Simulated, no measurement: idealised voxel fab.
voxel self aligned vias: a process module
In the cross-section labelled cut, the width is 260 nm and each square cell is 5 nm.
How to read a cross-section here: the picture is a grid of square cells, written as bands going from the top down, and any band can span one or more rows of cells.
For a band, the entry starts with two heights in nm, that of the top and then that of the bottom, and carries on with the band's materials in order from left to right, each alongside its width in nm; the word "full width" beside a single material means it fills the band edge to edge, and "air" means empty space.
Note: height 0 marks the level under which the wafer is uniformly one material as received. Lowest band unbounded below, written "z 0 and below".
A width such as "30->40" changes by the same amount from each row of cells to the next, from the band's top row to its bottom row.
Key: "nothing got changed" - step with no changed cell in the cross-section.
"Sealed void listing" - sealed voids, min. 8 cells, no opening to top; format: width x height at distance (distance from left edge; nm throughout).
Whatever follows a step's settings on its line is a remark the simulator itself makes about that step.
"overlay nm", when on a step's line for a step with a mask, measures how far to the right of its planned place the mask lay; a negative measure means to the left.
[So here's the lineup of process steps we planned]
- 1: RECEIVE,material Si
- 2: CONFORMAL_DEP,material SiO2,thk nm 10
- 3: CONFORMAL_DEP,material SiCN,thk nm 5
- 4: DIRECTIONAL_DEP,material lowk,thk nm 30
- 5: DIRECTIONAL_DEP,material aC,thk nm 15
- 6: PATTERN,tone open,mask id LINES,material resist,width nm 20,pitch nm 60,thk nm 30,overlay nm 0
- 7: DIRECTIONAL_ETCH,etch materials aC,depth nm 15
- 8: STRIP,etch materials resist
- 9: DIRECTIONAL_ETCH,etch materials lowk,depth nm 30
- 10: STRIP,etch materials aC
- 11: CONFORMAL_DEP,material TiN,thk nm 5
- 12: FILL_DEP,material Ru,thk nm 5
- 13: CMP,height nm 45
- 14: SELECTIVE_ETCH,etch materials W Ru TiN,depth nm 5
- 15: FILL_DEP,material SiN,thk nm 5
- 16: CMP,height nm 45
- 17: DIRECTIONAL_DEP,material lowk,thk nm 20
- 18: MASKED_ETCH,tone open,mask id VIAS,width nm 40,pitch nm 60,etch materials lowk,depth nm 20,overlay nm 0
- 19: MASKED_ETCH,tone open,mask id VIAS,width nm 40,pitch nm 60,etch materials SiN,depth nm 5,overlay nm 0
- 20: CONFORMAL_DEP,material TiN,thk nm 5
- 21: FILL_DEP,material W,thk nm 5
- 22: CMP,height nm 65
- 23: CONFORMAL_DEP,material SiN,thk nm 5
[Received-state cross-section, reflecting completion of step 1]
> z 0 and below = Si full width
> Sealed void listing: none
[Wafer at module end, in section. Began as above, planned as above, run with one mistake]
> z 70 to 65 = SiN full width
> z 65 to 45 = lowk: 80 | TiN: 5 | W: 30 | TiN: 5 | lowk: 20 | TiN: 5 | W: 30 | TiN: 5 | lowk: 80
> z 45 to 40 = lowk: 80 | TiN: 40 | lowk: 20 | TiN: 40 | lowk: 80
> z 40 to 25 = lowk: 80 | TiN: 15 | Ru: 10 | TiN: 15 | lowk: 20 | TiN: 15 | Ru: 10 | TiN: 15 | lowk: 80
> z 25 to 20 = lowk: 90 | TiN: 5 | Ru: 10 | TiN: 5 | lowk: 40 | TiN: 5 | Ru: 10 | TiN: 5 | lowk: 90
> z 20 to 15 = lowk: 90 | TiN: 20 | lowk: 40 | TiN: 20 | lowk: 90
> z 15 to 10 = SiCN full width
> z 10 to 0 = SiO2 full width
> z 0 and below = Si full width
> Sealed void listing: none
Misprocessing identified: in the plan, step 18 was performed twice
